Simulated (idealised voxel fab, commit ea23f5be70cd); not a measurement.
A process module follows: voxel spacer lines.
cross-section cut | 250 nm wide | cells 5 nm
A cross-section is written here as square cells arranged in a grid, and it is given in bands from the top down, each band taking up one or more rows of cells. A band entry consists of two parts. The first gives the height of the band's top and the height of its bottom, in nm. The rest lists the band's materials from left to right, each with its width in nm. A single material labelled with the word "all across" fills the band from edge to edge, and the word "air" marks empty space. It should be noted that heights are counted from 0, beneath which the wafer as supplied is of one material throughout, and that the lowest band possesses no lower boundary but continues downward, as written in "0 -> down". Note: "30 to 40" means the width goes from the first number (top row of the band) to the second number (bottom row) in equal steps per row of cells. The designation "no change occurred", where it is given for a processing step, indicates that no cell of the cross-section was altered in the course of that step. Empty spaces without an open route to the top, at least 8 cells in extent, make up the entry "Entrapped voids"; each is given as width x height at distance, where the distance is measured from the left edge, and all are in nm. after a step's settings: what the simulator itself notes on the step. A step's line can hold "overlay nm"; with a mask on that step, the setting says how far right of the planned place the mask lay, while a negative setting says it lay to the left.

Here's what the planned process steps look like
| 1 | RECEIVE | material Si |
| 2 | CONFORMAL_DEP | material Al2O3 | thk nm 10 |
| 3 | DIRECTIONAL_DEP | material polySi | thk nm 15 |
| 4 | DIRECTIONAL_DEP | material aC | thk nm 30 |
| 5 | PATTERN | tone cover | mask id MANDREL | material resist | width nm 20 | pitch nm 70 | thk nm 40 | overlay nm 0 |
| 6 | DIRECTIONAL_ETCH | etch materials aC | depth nm 30 |
| 7 | STRIP | etch materials resist |
| 8 | CONFORMAL_DEP | material SiN | thk nm 15 |
| 9 | DIRECTIONAL_ETCH | etch materials SiN | depth nm 15 |
| 10 | STRIP | etch materials aC |
| 11 | DIRECTIONAL_ETCH | etch materials polySi | depth nm 15 |
| 12 | STRIP | etch materials SiN |
| 13 | FILL_DEP | material SiO2 | thk nm 5 |
| 14 | CMP | height nm 25 |

On the first of the two wafers: run conducted according to plan

Cross-section of the incoming wafer, state after step 1
0 -> down  Si all across
Entrapped voids: none

The wafer in cross-section once step 2 is complete
10 -> 0  Al2O3 all across
Note: structure below 0 unchanged.

The wafer in cross-section once step 3 is complete
25 -> 10  polySi all across
Note: structure below 10 unchanged.

The wafer in cross-section once step 4 is complete
55 -> 25  aC all across
Note: structure below 25 unchanged.

The wafer in cross-section once step 5 is complete
95 -> 55  80 air, 20 resist, 50 air, 20 resist, 80 air
Note: structure below 55 unchanged.

The wafer in cross-section once step 6 is complete
65 -> 55  80 air, 20 resist, 50 air, 20 resist, 80 air
55 -> 25  80 air, 20 aC, 50 air, 20 aC, 80 air
Note: structure below 25 unchanged.

The wafer in cross-section once step 7 is complete
55 -> 25  80 air, 20 aC, 50 air, 20 aC, 80 air
Note: structure below 25 unchanged.

The wafer in cross-section once step 8 is complete
70 -> 55  65 air, 50 SiN, 20 air, 50 SiN, 65 air
55 -> 40  65 air, 15 SiN, 20 aC, 15 SiN, 20 air, 15 SiN, 20 aC, 15 SiN, 65 air
40 -> 25  80 SiN, 20 aC, 50 SiN, 20 aC, 80 SiN
Note: structure below 25 unchanged.

The wafer in cross-section once step 9 is complete
55 -> 25  65 air, 15 SiN, 20 aC, 15 SiN, 20 air, 15 SiN, 20 aC, 15 SiN, 65 air
Note: structure below 25 unchanged.

The wafer in cross-section once step 10 is complete
55 -> 25  65 air, 15 SiN, 20 air, 15 SiN, 20 air, 15 SiN, 20 air, 15 SiN, 65 air
Note: structure below 25 unchanged.

The wafer in cross-section once step 11 is complete
55 -> 25  65 air, 15 SiN, 20 air, 15 SiN, 20 air, 15 SiN, 20 air, 15 SiN, 65 air
25 -> 10  65 air, 15 polySi, 20 air, 15 polySi, 20 air, 15 polySi, 20 air, 15 polySi, 65 air
Note: structure below 10 unchanged.

The wafer in cross-section once step 12 is complete
25 -> 10  65 air, 15 polySi, 20 air, 15 polySi, 20 air, 15 polySi, 20 air, 15 polySi, 65 air
Note: structure below 10 unchanged.

The wafer in cross-section once step 13 is complete
30 -> 25  SiO2 all across
25 -> 10  65 SiO2, 15 polySi, 20 SiO2, 15 polySi, 20 SiO2, 15 polySi, 20 SiO2, 15 polySi, 65 SiO2
Note: structure below 10 unchanged.

The wafer in cross-section once step 14 is complete
25 -> 10  65 SiO2, 15 polySi, 20 SiO2, 15 polySi, 20 SiO2, 15 polySi, 20 SiO2, 15 polySi, 65 SiO2
Note: structure below 10 unchanged.

Second wafer, same starting state and plan as the first, one mistake in the run, identical through step 5

Cross-sectional representation of the second wafer at the time designated in the plan for the completion of step 6
35 -> 25  80 air, 20 aC, 50 air, 20 aC, 80 air
Note: structure below 25 unchanged.

Cross-sectional representation of the second wafer at the time designated in the plan for the completion of step 7: no change occurred

Cross-sectional representation of the second wafer at the time designated in the plan for the completion of step 8
50 -> 40  65 air, 50 SiN, 20 air, 50 SiN, 65 air
40 -> 35  SiN all across
35 -> 25  80 SiN, 20 aC, 50 SiN, 20 aC, 80 SiN
Note: structure below 25 unchanged.

Cross-sectional representation of the second wafer at the time designated in the plan for the completion of step 9
35 -> 25  65 air, 15 SiN, 20 aC, 15 SiN, 20 air, 15 SiN, 20 aC, 15 SiN, 65 air
Note: structure below 25 unchanged.

Cross-sectional representation of the second wafer at the time designated in the plan for the completion of step 10
35 -> 25  65 air, 15 SiN, 20 air, 15 SiN, 20 air, 15 SiN, 20 air, 15 SiN, 65 air
Note: structure below 25 unchanged.

Cross-sectional representation of the second wafer at the time designated in the plan for the completion of step 11
35 -> 25  65 air, 15 SiN, 20 air, 15 SiN, 20 air, 15 SiN, 20 air, 15 SiN, 65 air
25 -> 10  65 air, 15 polySi, 20 air, 15 polySi, 20 air, 15 polySi, 20 air, 15 polySi, 65 air
Note: structure below 10 unchanged.

Cross-sectional representation of the second wafer at the time designated in the plan for the completion of step 12
25 -> 10  65 air, 15 polySi, 20 air, 15 polySi, 20 air, 15 polySi, 20 air, 15 polySi, 65 air
Note: structure below 10 unchanged.

Cross-sectional representation of the second wafer at the time designated in the plan for the completion of step 13
30 -> 25  SiO2 all across
25 -> 10  65 SiO2, 15 polySi, 20 SiO2, 15 polySi, 20 SiO2, 15 polySi, 20 SiO2, 15 polySi, 65 SiO2
Note: structure below 10 unchanged.

Cross-sectional representation of the second wafer at the time designated in the plan for the completion of step 14
25 -> 10  65 SiO2, 15 polySi, 20 SiO2, 15 polySi, 20 SiO2, 15 polySi, 20 SiO2, 15 polySi, 65 SiO2
Note: structure below 10 unchanged.
Which mistake was made when the wafer was run? execution of plan step 6 occurred twice
at the end the two cross-sections are the same: no effect in what this model computes
